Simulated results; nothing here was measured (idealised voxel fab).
The process module that follows is named voxel wiring stack.
The width of the displayed cross-section, cut, is 265 nm; its cells are square, with a size of 5 nm.
Each cross-section below is a grid of square cells, stated as bands in top-down order, with one or more rows of cells making up each band. Look at the band entry: it leads with the top's height and the bottom's height in nm. Then it lists the materials left to right, with a width in nm for each. The word "full width" on a single material says that material fills the band edge to edge. The word "blank" is empty space. Heights are expressed relative to 0, this being the level below which the as-received wafer comprises one material exclusively. The lowest band is unbounded in the downward direction and is denoted as in "z 0 and below". Quick explanation for "30 to 40": the width changes in equal steps down the rows of cells, from the first number in the band's top row to the second number in its bottom row. Given "identical to before" for a step, no cell of the cross-section differs between before and after that step. The list in "Enclosed cavity list" covers empty spaces of 8 cells or more that cannot reach the top through any open way, and it gives each as width x height at distance; the distance is from the left edge, and width, height and distance are in nm. Past the settings on a step's line: simulator remark, on that step. overlay nm: right-of-plan distance of the mask on a masked step; negative values mean left-of-plan.

Here's what the planned process steps look like:
1,op RECEIVE | material Si
2,op CONFORMAL_DEP | material SiO2 | thk nm 10
3,op CONFORMAL_DEP | material SiCN | thk nm 5
4,op DIRECTIONAL_DEP | material lowk | thk nm 20
5,op DIRECTIONAL_DEP | material aC | thk nm 15
6,op PATTERN | tone open | mask id METAL_1 | material resist | width nm 20 | pitch nm 45 | thk nm 35 | overlay nm 0
7,op DIRECTIONAL_ETCH | etch materials aC | depth nm 15
8,op STRIP | etch materials resist
9,op DIRECTIONAL_ETCH | etch materials lowk | depth nm 20
10,op DIRECTIONAL_ETCH | etch materials SiCN | depth nm 5
11,op STRIP | etch materials aC
12,op CONFORMAL_DEP | material TiN | thk nm 5
13,op FILL_DEP | material Cu | thk nm 10
14,op CMP | height nm 35
15,op EPI | material Ru | thk nm 5
16,op FILL_DEP | material SiCN | thk nm 5
17,op DIRECTIONAL_DEP | material lowk | thk nm 10
18,op MASKED_ETCH | tone open | mask id PLUG_1 | width nm 15 | pitch nm 45 | etch materials lowk | depth nm 10 | overlay nm 0
19,op MASKED_ETCH | tone open | mask id PLUG_1 | width nm 15 | pitch nm 45 | etch materials SiCN | depth nm 5 | overlay nm 0
20,op CONFORMAL_DEP | material TiN | thk nm 5
21,op FILL_DEP | material Cu | thk nm 5
22,op CMP | height nm 55
23,op CONFORMAL_DEP | material SiCN | thk nm 5
24,op DIRECTIONAL_DEP | material lowk | thk nm 25
25,op MASKED_ETCH | tone open | mask id METAL_2 | width nm 20 | pitch nm 45 | etch materials lowk | depth nm 25 | overlay nm 0
26,op MASKED_ETCH | tone open | mask id METAL_2 | width nm 20 | pitch nm 45 | etch materials SiCN | depth nm 5 | overlay nm 0
27,op CONFORMAL_DEP | material TiN | thk nm 5
28,op FILL_DEP | material Cu | thk nm 10
29,op CMP | height nm 85
30,op CONFORMAL_DEP | material SiCN | thk nm 5
31,op DIRECTIONAL_DEP | material lowk | thk nm 10
32,op PATTERN | tone open | mask id PLUG_2 | material resist | width nm 15 | pitch nm 45 | thk nm 20 | overlay nm 0
33,op DIRECTIONAL_ETCH | etch materials lowk | depth nm 10
34,op DIRECTIONAL_ETCH | etch materials SiCN | depth nm 5
35,op STRIP | etch materials resist
36,op CONFORMAL_DEP | material TiN | thk nm 5
37,op FILL_DEP | material W | thk nm 10
38,op CMP | height nm 100
39,op DIRECTIONAL_DEP | material TiN | thk nm 5
40,op DIRECTIONAL_DEP | material Ru | thk nm 20
41,op MASKED_ETCH | tone cover | mask id METAL_3 | width nm 20 | pitch nm 45 | etch materials Ru | depth nm 20 | overlay nm 0
42,op MASKED_ETCH | tone cover | mask id METAL_3 | width nm 20 | pitch nm 45 | etch materials TiN | depth nm 5 | overlay nm 0
43,op CONFORMAL_DEP | material SiN | thk nm 5
44,op FILL_DEP | material lowk | thk nm 5
45,op CMP | height nm 125
46,op CONFORMAL_DEP | material SiCN | thk nm 5
47,op DIRECTIONAL_DEP | material lowk | thk nm 20
48,op DIRECTIONAL_DEP | material aC | thk nm 15
49,op PATTERN | tone open | mask id PLUG_3 | material resist | width nm 15 | thk nm 30 | overlay nm 0
50,op DIRECTIONAL_ETCH | etch materials aC | depth nm 15
51,op STRIP | etch materials resist
52,op DIRECTIONAL_ETCH | etch materials lowk | depth nm 20
53,op DIRECTIONAL_ETCH | etch materials SiCN | depth nm 5
54,op STRIP | etch materials aC
55,op CONFORMAL_DEP | material TiN | thk nm 5
56,op FILL_DEP | material W | thk nm 10
57,op CMP | height nm 150
58,op CONFORMAL_DEP | material SiN | thk nm 5
59,op DIRECTIONAL_DEP | material lowk | thk nm 15
60,op PATTERN | tone open | mask id METAL_4 | material resist | width nm 20 | pitch nm 45 | thk nm 15 | overlay nm 0
61,op DIRECTIONAL_ETCH | etch materials lowk | depth nm 15
62,op DIRECTIONAL_ETCH | etch materials SiN | depth nm 5
63,op STRIP | etch materials resist
64,op CONFORMAL_DEP | material TiN | thk nm 5
65,op FILL_DEP | material Cu | thk nm 10
66,op CMP | height nm 170
67,op CONFORMAL_DEP | material SiCN | thk nm 5
varied across the wafers: thk nm of step 39. The plan shows the first wafer's value. All wafers start alike

Cut through the first of several wafers as received, post step 1:
- z 0 and below  Si full width
- Enclosed cavity list: none

The rows of the table below are wafers. Looking at the end of the module, a row counts, for every material, the cells the wafer has gained, shown as (+), or lost, shown as (-), since it was received; its closed voids come next:
thk nm 5, +52 Cu, +44 Ru, +328 SiCN, +106 SiN, +106 SiO2, +119 TiN, +8 W, +1092 lowk, Enclosed cavity list: none
thk nm 10, +52 Cu, +36 Ru, +328 SiCN, +102 SiN, +106 SiO2, +172 TiN, +8 W, +1051 lowk, Enclosed cavity list: none
thk nm 15, +52 Cu, +28 Ru, +328 SiCN, +98 SiN, +106 SiO2, +225 TiN, +8 W, +1010 lowk, Enclosed cavity list: none
thk nm 20, +52 Cu, +20 Ru, +328 SiCN, +94 SiN, +106 SiO2, +278 TiN, +8 W, +969 lowk, Enclosed cavity list: none
